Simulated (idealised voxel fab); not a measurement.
Name of the process module below: voxel lift off
cross-section cut | 215 nm wide | cells 5 nm
Cross-section spec: square-cell grid; bands listed top down; each band is one or more rows. Top, bottom (nm), then materials left to right with widths (nm); lone material tagged "full width" fills the whole band edge to edge; "empty" = empty space. The reference from which all heights are counted is 0, the level beneath which the as-received wafer is entirely one material; the lowest band, having no lower bound, proceeds downward and is written after the example "0..down". Note: "30..40" means the width goes from the first number (top row of the band) to the second number (bottom row) in equal steps per row of cells. "remained unchanged" -> step changed no cross-section cell. Voids not open to the top, 8 cells minimum: see "Enclosed cavity list". Written width x height at distance; distance is from the left edge; nm. That trailing text on a step's line, after the settings, is the simulator's own remark on the step. When a step includes a mask, the "overlay nm" setting on its line states how far to the right of its planned place that mask lay, and negative values state how far to the left.

**plan**
1: RECEIVE (material Si)
2: CONFORMAL_DEP (material SiO2; thk nm 5)
3: PATTERN (tone open; mask id LINES; material resist; width nm 30; pitch nm 45; thk nm 25; overlay nm 0)
4: DIRECTIONAL_DEP (material Ru; thk nm 10)
5: STRIP (etch materials resist)
6: CONFORMAL_DEP (material SiCN; thk nm 10)

**Wafer cross-section on receipt, i.e. after step 1**
* 0..down | Si full width
* Enclosed cavity list: none

**The module was run from the start shown above using the plan shown above, but one mistake was made doing it; the resulting wafer cross-section is below**
* 25..15 | empty 15 nm; SiO2 185 nm; empty 15 nm
* 15..5 | SiO2 25 nm; Ru 30 nm; SiO2 15 nm; Ru 30 nm; SiO2 15 nm; Ru 30 nm; SiO2 15 nm; Ru 30 nm; SiO2 25 nm
* 5..0 | SiO2 full width
* 0..down | Si full width
* Enclosed cavity list: none
Misprocessing identified: step 6 was run on a setting that differed from the plan, and what really ran there is CONFORMAL_DEP (material SiO2; thk nm 10)
